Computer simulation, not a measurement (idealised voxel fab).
Process module heading - voxel quadruple lines
300 nm wide, 5 nm square cells: that's cross-section cut.
If you're reading a cross-section in this doc, picture square cells in a grid; it comes to you as bands, top ones listed first down to the bottom, and a band can be one or more rows of cells.
What a band's entry tells you: where the top is and where the bottom is, as heights in nm, and after that what lies inside, material by material from left to right, each with its width in nm. Empty space is written as the word "blank", and a single material marked with the word "all across" occupies the band from edge to edge.
Below 0: as-received wafer, all one material; heights counted from there. Lowest band: no bottom, goes on down, written "from 0 down".
Width: "30->40" (first number = top row, second number = bottom row, same change from row to row of cells).
No cell of the cross-section changed in a step that is given as "nothing different".
In the "Enclosed void entries" entry, you get each enclosed empty space of 8 cells or more, one with no open way to the top, written width x height at distance, distance from the left edge, in nm.
Where a step's line continues beyond its settings, the continuation is a remark by the simulator itself on that step.
overlay nm: mask offset rightward from planned place, masked step; negative means leftward offset.

LIST OF PLANNED PROCESS STEPS
step 1: RECEIVE with material Si
step 2: CONFORMAL_DEP with material Al2O3, thk nm 5
step 3: DIRECTIONAL_DEP with material TiN, thk nm 10
step 4: DIRECTIONAL_DEP with material polySi, thk nm 15
step 5: DIRECTIONAL_DEP with material aC, thk nm 25
step 6: PATTERN with tone cover, mask id MANDREL, material resist, width nm 35, pitch nm 100, thk nm 30, overlay nm 0
step 7: DIRECTIONAL_ETCH with etch materials aC, depth nm 25
step 8: STRIP with etch materials resist
step 9: CONFORMAL_DEP with material SiO2, thk nm 15
step 10: DIRECTIONAL_ETCH with etch materials SiO2, depth nm 15
step 11: STRIP with etch materials aC
step 12: DIRECTIONAL_ETCH with etch materials polySi, depth nm 15
step 13: STRIP with etch materials SiO2
step 14: CONFORMAL_DEP with material SiCN, thk nm 10
step 15: DIRECTIONAL_ETCH with etch materials SiCN, depth nm 10
step 16: STRIP with etch materials polySi
step 17: DIRECTIONAL_ETCH with etch materials TiN, depth nm 10
step 18: STRIP with etch materials SiCN

THE FIRST WAFER OF TWO, PROCESSED AS PLANNED

WAFER CROSS-SECTION ON RECEIPT, I.E. AFTER STEP 1
    from 0 down = Si all across
    Enclosed void entries: none

THE WAFER, SEEN IN CROSS-SECTION, AFTER STEP 2
    from 5 to 0 = Al2O3 all across
    For the remainder of the cross-section, below 0, there is no change.

THE WAFER, SEEN IN CROSS-SECTION, AFTER STEP 3
    from 15 to 5 = TiN all across
    For the remainder of the cross-section, below 5, there is no change.

THE WAFER, SEEN IN CROSS-SECTION, AFTER STEP 4
    from 30 to 15 = polySi all across
    For the remainder of the cross-section, below 15, there is no change.

THE WAFER, SEEN IN CROSS-SECTION, AFTER STEP 5
    from 55 to 30 = aC all across
    For the remainder of the cross-section, below 30, there is no change.

THE WAFER, SEEN IN CROSS-SECTION, AFTER STEP 6
    from 85 to 55 = blank 80  resist 35  blank 65  resist 35  blank 85
    For the remainder of the cross-section, below 55, there is no change.

THE WAFER, SEEN IN CROSS-SECTION, AFTER STEP 7
    from 60 to 55 = blank 80  resist 35  blank 65  resist 35  blank 85
    from 55 to 30 = blank 80  aC 35  blank 65  aC 35  blank 85
    For the remainder of the cross-section, below 30, there is no change.

THE WAFER, SEEN IN CROSS-SECTION, AFTER STEP 8
    from 55 to 30 = blank 80  aC 35  blank 65  aC 35  blank 85
    For the remainder of the cross-section, below 30, there is no change.

THE WAFER, SEEN IN CROSS-SECTION, AFTER STEP 9
    from 70 to 55 = blank 65  SiO2 65  blank 35  SiO2 65  blank 70
    from 55 to 45 = blank 65  SiO2 15  aC 35  SiO2 15  blank 35  SiO2 15  aC 35  SiO2 15  blank 70
    from 45 to 30 = SiO2 80  aC 35  SiO2 65  aC 35  SiO2 85
    For the remainder of the cross-section, below 30, there is no change.

THE WAFER, SEEN IN CROSS-SECTION, AFTER STEP 10
    from 55 to 30 = blank 65  SiO2 15  aC 35  SiO2 15  blank 35  SiO2 15  aC 35  SiO2 15  blank 70
    For the remainder of the cross-section, below 30, there is no change.

THE WAFER, SEEN IN CROSS-SECTION, AFTER STEP 11
    from 55 to 30 = blank 65  SiO2 15  blank 35  SiO2 15  blank 35  SiO2 15  blank 35  SiO2 15  blank 70
    For the remainder of the cross-section, below 30, there is no change.

THE WAFER, SEEN IN CROSS-SECTION, AFTER STEP 12
    from 55 to 30 = blank 65  SiO2 15  blank 35  SiO2 15  blank 35  SiO2 15  blank 35  SiO2 15  blank 70
    from 30 to 15 = blank 65  polySi 15  blank 35  polySi 15  blank 35  polySi 15  blank 35  polySi 15  blank 70
    For the remainder of the cross-section, below 15, there is no change.

THE WAFER, SEEN IN CROSS-SECTION, AFTER STEP 13
    from 30 to 15 = blank 65  polySi 15  blank 35  polySi 15  blank 35  polySi 15  blank 35  polySi 15  blank 70
    For the remainder of the cross-section, below 15, there is no change.

THE WAFER, SEEN IN CROSS-SECTION, AFTER STEP 14
    from 40 to 30 = blank 55  SiCN 35  blank 15  SiCN 35  blank 15  SiCN 35  blank 15  SiCN 35  blank 60
    from 30 to 25 = blank 55  SiCN 10  polySi 15  SiCN 10  blank 15  SiCN 10  polySi 15  SiCN 10  blank 15  SiCN 10  polySi 15  SiCN 10  blank 15  SiCN 10  polySi 15  SiCN 10  blank 60
    from 25 to 15 = SiCN 65  polySi 15  SiCN 35  polySi 15  SiCN 35  polySi 15  SiCN 35  polySi 15  SiCN 70
    For the remainder of the cross-section, below 15, there is no change.

THE WAFER, SEEN IN CROSS-SECTION, AFTER STEP 15
    from 30 to 15 = blank 55  SiCN 10  polySi 15  SiCN 10  blank 15  SiCN 10  polySi 15  SiCN 10  blank 15  SiCN 10  polySi 15  SiCN 10  blank 15  SiCN 10  polySi 15  SiCN 10  blank 60
    For the remainder of the cross-section, below 15, there is no change.

THE WAFER, SEEN IN CROSS-SECTION, AFTER STEP 16
    from 30 to 15 = blank 55  SiCN 10  blank 15  SiCN 10  blank 15  SiCN 10  blank 15  SiCN 10  blank 15  SiCN 10  blank 15  SiCN 10  blank 15  SiCN 10  blank 15  SiCN 10  blank 60
    For the remainder of the cross-section, below 15, there is no change.

THE WAFER, SEEN IN CROSS-SECTION, AFTER STEP 17
    from 30 to 15 = blank 55  SiCN 10  blank 15  SiCN 10  blank 15  SiCN 10  blank 15  SiCN 10  blank 15  SiCN 10  blank 15  SiCN 10  blank 15  SiCN 10  blank 15  SiCN 10  blank 60
    from 15 to 5 = blank 55  TiN 10  blank 15  TiN 10  blank 15  TiN 10  blank 15  TiN 10  blank 15  TiN 10  blank 15  TiN 10  blank 15  TiN 10  blank 15  TiN 10  blank 60
    For the remainder of the cross-section, below 5, there is no change.

THE WAFER, SEEN IN CROSS-SECTION, AFTER STEP 18
    from 15 to 5 = blank 55  TiN 10  blank 15  TiN 10  blank 15  TiN 10  blank 15  TiN 10  blank 15  TiN 10  blank 15  TiN 10  blank 15  TiN 10  blank 15  TiN 10  blank 60
    For the remainder of the cross-section, below 5, there is no change.

WAFER TWO OF TWO - SAME STARTING POINT, SAME PROCESS PLAN, ONE MISTAKE IN EXECUTION; MATCHES WAFER ONE UP TO AND INCLUDING STEP 5

CROSS-SECTION OF THE SECOND WAFER CORRESPONDING TO THE PLANNED CONCLUSION OF STEP 6
    from 85 to 55 = resist 80  blank 35  resist 65  blank 35  resist 85
    For the remainder of the cross-section, below 55, there is no change.

CROSS-SECTION OF THE SECOND WAFER CORRESPONDING TO THE PLANNED CONCLUSION OF STEP 7
    from 60 to 55 = resist 80  blank 35  resist 65  blank 35  resist 85
    from 55 to 30 = aC 80  blank 35  aC 65  blank 35  aC 85
    For the remainder of the cross-section, below 30, there is no change.

CROSS-SECTION OF THE SECOND WAFER CORRESPONDING TO THE PLANNED CONCLUSION OF STEP 8
    from 55 to 30 = aC 80  blank 35  aC 65  blank 35  aC 85
    For the remainder of the cross-section, below 30, there is no change.

CROSS-SECTION OF THE SECOND WAFER CORRESPONDING TO THE PLANNED CONCLUSION OF STEP 9
    from 70 to 55 = SiO2 95  blank 5  SiO2 95  blank 5  SiO2 100
    from 55 to 45 = aC 80  SiO2 15  blank 5  SiO2 15  aC 65  SiO2 15  blank 5  SiO2 15  aC 85
    from 45 to 30 = aC 80  SiO2 35  aC 65  SiO2 35  aC 85
    For the remainder of the cross-section, below 30, there is no change.

CROSS-SECTION OF THE SECOND WAFER CORRESPONDING TO THE PLANNED CONCLUSION OF STEP 10
    from 55 to 30 = aC 80  SiO2 15  blank 5  SiO2 15  aC 65  SiO2 15  blank 5  SiO2 15  aC 85
    For the remainder of the cross-section, below 30, there is no change.

CROSS-SECTION OF THE SECOND WAFER CORRESPONDING TO THE PLANNED CONCLUSION OF STEP 11
    from 55 to 30 = blank 80  SiO2 15  blank 5  SiO2 15  blank 65  SiO2 15  blank 5  SiO2 15  blank 85
    For the remainder of the cross-section, below 30, there is no change.

CROSS-SECTION OF THE SECOND WAFER CORRESPONDING TO THE PLANNED CONCLUSION OF STEP 12
    from 55 to 30 = blank 80  SiO2 15  blank 5  SiO2 15  blank 65  SiO2 15  blank 5  SiO2 15  blank 85
    from 30 to 15 = blank 80  polySi 15  blank 5  polySi 15  blank 65  polySi 15  blank 5  polySi 15  blank 85
    For the remainder of the cross-section, below 15, there is no change.

CROSS-SECTION OF THE SECOND WAFER CORRESPONDING TO THE PLANNED CONCLUSION OF STEP 13
    from 30 to 15 = blank 80  polySi 15  blank 5  polySi 15  blank 65  polySi 15  blank 5  polySi 15  blank 85
    For the remainder of the cross-section, below 15, there is no change.

CROSS-SECTION OF THE SECOND WAFER CORRESPONDING TO THE PLANNED CONCLUSION OF STEP 14
    from 40 to 30 = blank 70  SiCN 55  blank 45  SiCN 55  blank 75
    from 30 to 25 = blank 70  SiCN 10  polySi 15  SiCN 5  polySi 15  SiCN 10  blank 45  SiCN 10  polySi 15  SiCN 5  polySi 15  SiCN 10  blank 75
    from 25 to 15 = SiCN 80  polySi 15  SiCN 5  polySi 15  SiCN 65  polySi 15  SiCN 5  polySi 15  SiCN 85
    For the remainder of the cross-section, below 15, there is no change.

CROSS-SECTION OF THE SECOND WAFER CORRESPONDING TO THE PLANNED CONCLUSION OF STEP 15
    from 30 to 15 = blank 70  SiCN 10  polySi 15  SiCN 5  polySi 15  SiCN 10  blank 45  SiCN 10  polySi 15  SiCN 5  polySi 15  SiCN 10  blank 75
    For the remainder of the cross-section, below 15, there is no change.

CROSS-SECTION OF THE SECOND WAFER CORRESPONDING TO THE PLANNED CONCLUSION OF STEP 16
    from 30 to 15 = blank 70  SiCN 10  blank 15  SiCN 5  blank 15  SiCN 10  blank 45  SiCN 10  blank 15  SiCN 5  blank 15  SiCN 10  blank 75
    For the remainder of the cross-section, below 15, there is no change.

CROSS-SECTION OF THE SECOND WAFER CORRESPONDING TO THE PLANNED CONCLUSION OF STEP 17
    from 30 to 15 = blank 70  SiCN 10  blank 15  SiCN 5  blank 15  SiCN 10  blank 45  SiCN 10  blank 15  SiCN 5  blank 15  SiCN 10  blank 75
    from 15 to 5 = blank 70  TiN 10  blank 15  TiN 5  blank 15  TiN 10  blank 45  TiN 10  blank 15  TiN 5  blank 15  TiN 10  blank 75
    For the remainder of the cross-section, below 5, there is no change.

CROSS-SECTION OF THE SECOND WAFER CORRESPONDING TO THE PLANNED CONCLUSION OF STEP 18
    from 15 to 5 = blank 70  TiN 10  blank 15  TiN 5  blank 15  TiN 10  blank 45  TiN 10  blank 15  TiN 5  blank 15  TiN 10  blank 75
    For the remainder of the cross-section, below 5, there is no change.
The mistake made against the process plan was this: it should be noted that step 6 was executed with settings other than those planned, the operation and settings actually applied being PATTERN with tone open, mask id MANDREL, material resist, width nm 35, pitch nm 100, thk nm 30, overlay nm 0
Final tally in cells, some materials are higher or lower on the second wafer than on the first: 12 fewer of TiN
